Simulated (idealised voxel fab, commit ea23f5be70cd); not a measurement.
Title: Process Module voxel ribs on slabs
Pictured: cross-section cut, 285 nm wide, on a grid of 5 nm square cells.
Throughout this document, each cross-section is represented as a grid of square cells and is presented as a sequence of bands enumerated from the top downward, where a band comprises one or more rows of cells.
Quick guide to a band line: top height, bottom height (nm) up front; then every material left to right with its width in nm. Only one material and it's marked "all across"? Then it fills the band edge to edge. And "blank" just means empty space.
The reference from which all heights are counted is 0, the level beneath which the as-received wafer is entirely one material; the lowest band, having no lower bound, proceeds downward and is written after the example "top 0, no bottom".
With a width like "30->40", each row of cells in the band differs from the next by the same amount, the top row carrying the first number and the bottom row the second.
Where the words "nothing different" appear for a step, the cross-section shows no cell changed by that step; every cell remained as before.
Closed empty spaces (no open way to the top) of 8 cells or more are what "Completely sealed voids" lists, each as width x height at distance from the left edge, nm for all three.
Read whatever lies past the settings on a step's line as the simulator's own remark about the step.
A step line may carry the setting "overlay nm", which, for steps involving a mask, states the distance by which the mask lay to the right of its intended position; negative values denote displacement to the left.

Process steps foreseen in the plan:
step 1: op RECEIVE | material Si
step 2: op DIRECTIONAL_DEP | material SiO2 | thk nm 25
step 3: op DIRECTIONAL_DEP | material SiN | thk nm 15
step 4: op PATTERN | tone cover | mask id RIB | material resist | width nm 30 | thk nm 15 | overlay nm 0
step 5: op DIRECTIONAL_ETCH | etch materials SiN | depth nm 10
step 6: op STRIP | etch materials resist
step 7: op MASKED_ETCH | tone cover | mask id SLAB | width nm 70 | etch materials SiN | depth nm 5 | overlay nm 0
step 8: op FILL_DEP | material SiO2 | thk nm 25
step 9: op CMP | height nm 60
step 10: op DIRECTIONAL_DEP | material TiN | thk nm 10
step 11: op DIRECTIONAL_DEP | material aC | thk nm 10
step 12: op PATTERN | tone cover | mask id HEATER | material resist | width nm 40 | thk nm 30 | overlay nm 0
step 13: op DIRECTIONAL_ETCH | etch materials aC | depth nm 10
step 14: op STRIP | etch materials resist
step 15: op DIRECTIONAL_ETCH | etch materials TiN | depth nm 10
step 16: op STRIP | etch materials aC
step 17: op CONFORMAL_DEP | material SiN | thk nm 5

Cross-sectional view of the wafer in its as-received condition, corresponding to the state after step 1:
- top 0, no bottom: Si all across
- Completely sealed voids: none

The following cross-section depicts the wafer upon conclusion of the module. Processing commenced from the starting condition illustrated above and adhered to the plan illustrated above, save for one mistake in execution:
- top 75, bottom 70: 115 blank, then 50 SiN, then 120 blank
- top 70, bottom 65: 115 blank, then 5 SiN, then 40 TiN, then 5 SiN, then 120 blank
- top 65, bottom 60: 120 SiN, then 40 TiN, then 125 SiN
- top 60, bottom 40: SiO2 all across
- top 40, bottom 30: 125 SiO2, then 30 SiN, then 130 SiO2
- top 30, bottom 25: 105 SiO2, then 75 SiN, then 105 SiO2
- top 25, bottom 0: SiO2 all across
- top 0, no bottom: Si all across
- Completely sealed voids: none
What was the processing mistake? step 7, actual vs plan mismatch, actual run op MASKED_ETCH | tone cover | mask id SLAB | width nm 75 | etch materials SiN | depth nm 5 | overlay nm 0
